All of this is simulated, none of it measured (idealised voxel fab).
The process module that follows is named voxel gate over fins.
Section shown: cut. Width: 285 nm. Cell size: 5 nm, square.
Reading order for cross-sections: top band down to bottom band. Underlying form: a grid of square cells. Band size: one or more rows of cells.
Heads up on the band format: heights come first, top then bottom, in nm. After that it's the materials left to right, each with its width in nm. A single material flagged "full width" fills the whole band edge to edge, and "empty" means there's empty space there.
Note: height 0 marks the level under which the wafer is uniformly one material as received. Lowest band unbounded below, written "0..down".
You'd read "30..40" like this: the band's top row of cells is as wide as the first number, its bottom row is as wide as the second, and going down, every row changes width by the same amount as the row before did.
It should be understood that the words "no alterations made", when stated for a given step, signify that the cross-section underwent no change in any of its cells during that step.
"Closed voids list": sealed empty spaces, 8 cells or more, no open way to top, listed width x height at distance, with distance from the left edge and width, height and distance in nm.
Past the settings on a step's line: simulator remark, on that step.
Regarding "overlay nm": on a step with a mask, it is the distance the mask lay to the right of its planned place; a negative value places it to the left.
[The process steps that were planned are listed below]
1: RECEIVE (material Si)
2: CONFORMAL_DEP (material SiN; thk nm 5)
3: MASKED_ETCH (tone cover; mask id FINS; width nm 15; pitch nm 55; etch materials SiN; depth nm 5; overlay nm 0)
4: MASKED_ETCH (tone cover; mask id FINS; width nm 15; pitch nm 55; etch materials Si; depth nm 40; overlay nm 0)
5: OXIDIZE (depth nm 5)
6: FILL_DEP (material SiO2; thk nm 15)
7: CMP (height nm 5)
8: MASKED_ETCH (tone open; mask id RAIL; width nm 15; etch materials SiO2; depth nm 40; overlay nm 0)
9: CONFORMAL_DEP (material TiN; thk nm 5)
10: FILL_DEP (material W; thk nm 5)
11: CMP (height nm 5)
12: SELECTIVE_ETCH (etch materials W Ru TiN; depth nm 25)
13: FILL_DEP (material SiO2; thk nm 5)
14: CMP (height nm 5)
15: SELECTIVE_ETCH (etch materials SiO2; depth nm 20)
16: STRIP (etch materials SiN)
17: CONFORMAL_DEP (material HfO2; thk nm 5)
18: CONFORMAL_DEP (material TiN; thk nm 5)
19: FILL_DEP (material W; thk nm 15)
20: CMP (height nm 20)
21: CONFORMAL_DEP (material SiCN; thk nm 5)
[The cross-section here shows the wafer as received, i.e. in its state after step 1]
  0..down = Si full width
  Closed voids list: none
[One mistake in running the module, otherwise start and plan as above: cross-section at the end]
  25..20 = SiCN full width
  20..10 = W full width
  10..5 = 45 W; 25 TiN; 30 W; 25 TiN; 30 W; 25 TiN; 30 W; 25 TiN; 50 W
  5..0 = 45 W; 5 TiN; 15 HfO2; 5 TiN; 30 W; 5 TiN; 15 HfO2; 5 TiN; 30 W; 5 TiN; 15 HfO2; 5 TiN; 30 W; 5 TiN; 15 HfO2; 5 TiN; 50 W
  0..-5 = 45 W; 5 TiN; 5 HfO2; 5 Si; 5 HfO2; 5 TiN; 30 W; 5 TiN; 5 HfO2; 5 Si; 5 HfO2; 5 TiN; 30 W; 5 TiN; 5 HfO2; 5 Si; 5 HfO2; 5 TiN; 30 W; 5 TiN; 5 HfO2; 5 Si; 5 HfO2; 5 TiN; 50 W
  -5..-10 = 50 TiN; 5 HfO2; 5 Si; 5 HfO2; 40 TiN; 5 HfO2; 5 Si; 5 HfO2; 40 TiN; 5 HfO2; 5 Si; 5 HfO2; 40 TiN; 5 HfO2; 5 Si; 5 HfO2; 55 TiN
  -10..-15 = 55 HfO2; 5 Si; 50 HfO2; 5 Si; 50 HfO2; 5 Si; 50 HfO2; 5 Si; 60 HfO2
  -15..-20 = 55 SiO2; 5 Si; 50 SiO2; 5 Si; 50 SiO2; 5 Si; 50 SiO2; 5 Si; 60 SiO2
  -20..-30 = 55 SiO2; 5 Si; 15 SiO2; 5 TiN; 10 W; 5 TiN; 15 SiO2; 5 Si; 50 SiO2; 5 Si; 50 SiO2; 5 Si; 60 SiO2
  -30..-35 = 55 SiO2; 5 Si; 15 SiO2; 20 TiN; 15 SiO2; 5 Si; 50 SiO2; 5 Si; 50 SiO2; 5 Si; 60 SiO2
  -35..-45 = 55 SiO2; 5 Si; 50 SiO2; 5 Si; 50 SiO2; 5 Si; 50 SiO2; 5 Si; 60 SiO2
  -45..down = Si full width
  Closed voids list: none
Diagnosis: the process deviated at step 8: the operation and settings actually run there were MASKED_ETCH (tone open; mask id RAIL; width nm 20; etch materials SiO2; depth nm 40; overlay nm 0)
